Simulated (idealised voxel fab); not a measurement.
Process module, titled voxel self aligned vias
Xsec cut, 200 nm wide, square cell size 5 nm.
Just so we're on the same page, the cross-sections are grids of square cells, and they're listed out in bands top to bottom, each band one or more rows deep.
Top, bottom (nm), then materials left to right with widths (nm); lone material tagged "throughout" fills the whole band edge to edge; "blank" = empty space.
Heights are reckoned from 0. Under this level, the received wafer is all of one material. The bottommost band is open-ended downward, for example "0 -> down".
Width: "30..40" (first number = top row, second number = bottom row, same change from row to row of cells).
"no modifications" (step): cross-section cells unchanged, all of them.
"Completely enclosed voids" enumerates empty spaces isolated from the top, with no open way to it, that contain at least 8 cells, giving each as width x height at distance from the left edge, all three in nm.
Note: text after step settings on the step line = simulator remark on that step.
The line of a step may include "overlay nm". On a step with a mask, this value is how far to the right of its planned place the mask lay. A negative value means the mask lay to the left.
-- Process steps (planned)
1) RECEIVE (material Si)
2) CONFORMAL_DEP (material SiO2; thk nm 10)
3) CONFORMAL_DEP (material SiCN; thk nm 5)
4) DIRECTIONAL_DEP (material SiO2; thk nm 30)
5) PATTERN (tone open; mask id LINES; material resist; width nm 30; pitch nm 70; thk nm 15; overlay nm 0)
6) DIRECTIONAL_ETCH (etch materials SiO2; depth nm 30)
7) STRIP (etch materials resist)
8) CONFORMAL_DEP (material TiN; thk nm 5)
9) FILL_DEP (material Ru; thk nm 10)
10) CMP (height nm 45)
11) SELECTIVE_ETCH (etch materials W Ru TiN; depth nm 5)
12) FILL_DEP (material SiN; thk nm 5)
13) CMP (height nm 45)
14) DIRECTIONAL_DEP (material SiO2; thk nm 20)
15) PATTERN (tone open; mask id VIAS; material resist; width nm 50; pitch nm 70; thk nm 15; overlay nm 0)
16) DIRECTIONAL_ETCH (etch materials SiO2; depth nm 20)
17) DIRECTIONAL_ETCH (etch materials SiN; depth nm 5)
18) STRIP (etch materials resist)
19) CONFORMAL_DEP (material TiN; thk nm 5)
20) FILL_DEP (material W; thk nm 5)
21) CMP (height nm 65)
22) CONFORMAL_DEP (material SiCN; thk nm 5)
-- Cross-section of the wafer as it came to us, i.e., already through step 1
  0 -> down = Si throughout
  Completely enclosed voids: none
-- This is how the wafer looks in cross-section once the module is done, given the starting state and plan above and one mistake in carrying the plan out
  70 -> 65 = SiCN throughout
  65 -> 45 = SiO2=40 / TiN=5 / W=40 / TiN=5 / SiO2=20 / TiN=5 / W=40 / TiN=5 / SiO2=40
  45 -> 40 = SiN=40 / TiN=50 / SiN=20 / TiN=50 / SiN=40
  40 -> 35 = TiN=55 / Ru=20 / TiN=50 / Ru=20 / TiN=55
  35 -> 20 = SiO2=50 / TiN=5 / Ru=20 / TiN=5 / SiO2=40 / TiN=5 / Ru=20 / TiN=5 / SiO2=50
  20 -> 15 = SiO2=50 / TiN=30 / SiO2=40 / TiN=30 / SiO2=50
  15 -> 10 = SiCN throughout
  10 -> 0 = SiO2 throughout
  0 -> down = Si throughout
  Completely enclosed voids: none
What was the processing mistake? in deviation from the planned setting, step 4 was conducted as DIRECTIONAL_DEP (material SiO2; thk nm 20)
